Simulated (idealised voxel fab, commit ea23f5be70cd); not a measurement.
Process module name: voxel transistor to metal
The width of the displayed cross-section, cut, is 145 nm; its cells are square, with a size of 5 nm.
If you're reading a cross-section in this doc, picture square cells in a grid; it comes to you as bands, top ones listed first down to the bottom, and a band can be one or more rows of cells. A band entry consists of two parts. The first gives the height of the band's top and the height of its bottom, in nm. The rest lists the band's materials from left to right, each with its width in nm. A single material labelled with the word "all across" fills the band from edge to edge, and the word "empty" marks empty space. Height 0 is the level under which the wafer as received is all one material. The lowest band goes on downwards, as in "0 nm and below". Read "30..40" as a graded width: first number on top, second number at the bottom, same change between each pair of neighbouring rows. "same as before" -> step changed no cross-section cell. The entry "Non-vented voids" lists the empty spaces that cover at least 8 cells and have no open path to the top. Each is written as width x height at distance, where the distance is measured from the left edge and all three values are in nm. Read whatever lies past the settings on a step's line as the simulator's own remark about the step. The optional step-line setting "overlay nm" applies to steps with a mask and quantifies how far to the right of its planned location the mask lay, a negative value indicating leftward placement.
## Process steps (planned)
1. RECEIVE, material Si
2. OXIDIZE, depth nm 5
3. CONFORMAL_DEP, material SiN, thk nm 10
4. PATTERN, tone cover, mask id ACTIVE, material resist, width nm 85, thk nm 15, overlay nm 0
5. DIRECTIONAL_ETCH, etch materials SiN, depth nm 10
6. DIRECTIONAL_ETCH, etch materials SiO2, depth nm 5
7. DIRECTIONAL_ETCH, etch materials Si, depth nm 25
8. STRIP, etch materials resist
9. FILL_DEP, material SiO2, thk nm 5
10. CMP, height nm 10
11. SELECTIVE_ETCH, etch materials SiO2, depth nm 5
12. STRIP, etch materials SiN
13. SELECTIVE_ETCH, etch materials SiO2, depth nm 5
14. OXIDIZE, depth nm 5
15. DIRECTIONAL_DEP, material polySi, thk nm 25
16. DIRECTIONAL_DEP, material SiCN, thk nm 15
17. MASKED_ETCH, tone cover, mask id GATE, width nm 15, etch materials SiCN, depth nm 25, overlay nm 0
18. MASKED_ETCH, tone cover, mask id GATE, width nm 15, etch materials polySi, depth nm 35, overlay nm 0
19. CONFORMAL_DEP, material SiO2, thk nm 5
20. DIRECTIONAL_ETCH, etch materials SiO2, depth nm 5
21. CONFORMAL_DEP, material SiN, thk nm 10
22. DIRECTIONAL_ETCH, etch materials SiN, depth nm 10
23. DIRECTIONAL_ETCH, etch materials SiO2, depth nm 5
24. DIRECTIONAL_ETCH, etch materials Si, depth nm 5
25. EPI, material SiGe, thk nm 5
26. FILL_DEP, material SiO2, thk nm 10
27. CMP, height nm 35
28. DIRECTIONAL_DEP, material SiO2, thk nm 15
29. PATTERN, tone open, mask id CONTACT, material resist, width nm 25, pitch nm 50, thk nm 15, overlay nm 0
30. DIRECTIONAL_ETCH, etch materials SiO2, depth nm 55
31. STRIP, etch materials resist
32. CONFORMAL_DEP, material TiN, thk nm 5
33. FILL_DEP, material W, thk nm 5
34. CMP, height nm 50
35. DIRECTIONAL_DEP, material TiN, thk nm 5
36. DIRECTIONAL_DEP, material W, thk nm 25
37. MASKED_ETCH, tone cover, mask id METAL_1, width nm 15, pitch nm 60, etch materials W, depth nm 25, overlay nm -15
38. MASKED_ETCH, tone cover, mask id METAL_1, width nm 15, pitch nm 60, etch materials TiN, depth nm 5, overlay nm 0
39. CONFORMAL_DEP, material SiCN, thk nm 5
40. FILL_DEP, material SiO2, thk nm 10
41. CMP, height nm 80
42. CONFORMAL_DEP, material SiCN, thk nm 5
varied across the wafers: overlay nm of step 37. The plan shows the first wafer's value. All wafers start alike
## First of several wafers (as received, post step 1), cross-sectional view
* 0 nm and below: Si all across
* Non-vented voids: none
## Per-wafer rows below. For each material: cells gained (+) or lost (-) since the wafer was received, as of end of module. Then: closed voids
overlay nm -15; -110 Si; +81 SiCN; +8 SiGe; +36 SiN; +345 SiO2; +62 TiN; +56 W; +15 polySi; Non-vented voids: none
overlay nm -10; -110 Si; +81 SiCN; +8 SiGe; +36 SiN; +347 SiO2; +60 TiN; +56 W; +15 polySi; Non-vented voids: none
overlay nm -5; -110 Si; +81 SiCN; +8 SiGe; +36 SiN; +349 SiO2; +58 TiN; +56 W; +15 polySi; Non-vented voids: none
overlay nm 0; -110 Si; +81 SiCN; +8 SiGe; +36 SiN; +351 SiO2; +56 TiN; +56 W; +15 polySi; Non-vented voids: none
overlay nm 5; -110 Si; +81 SiCN; +8 SiGe; +36 SiN; +349 SiO2; +58 TiN; +56 W; +15 polySi; Non-vented voids: none
overlay nm 10; -110 Si; +81 SiCN; +8 SiGe; +36 SiN; +347 SiO2; +60 TiN; +56 W; +15 polySi; Non-vented voids: none
overlay nm 15; -110 Si; +81 SiCN; +8 SiGe; +36 SiN; +345 SiO2; +62 TiN; +56 W; +15 polySi; Non-vented voids: none
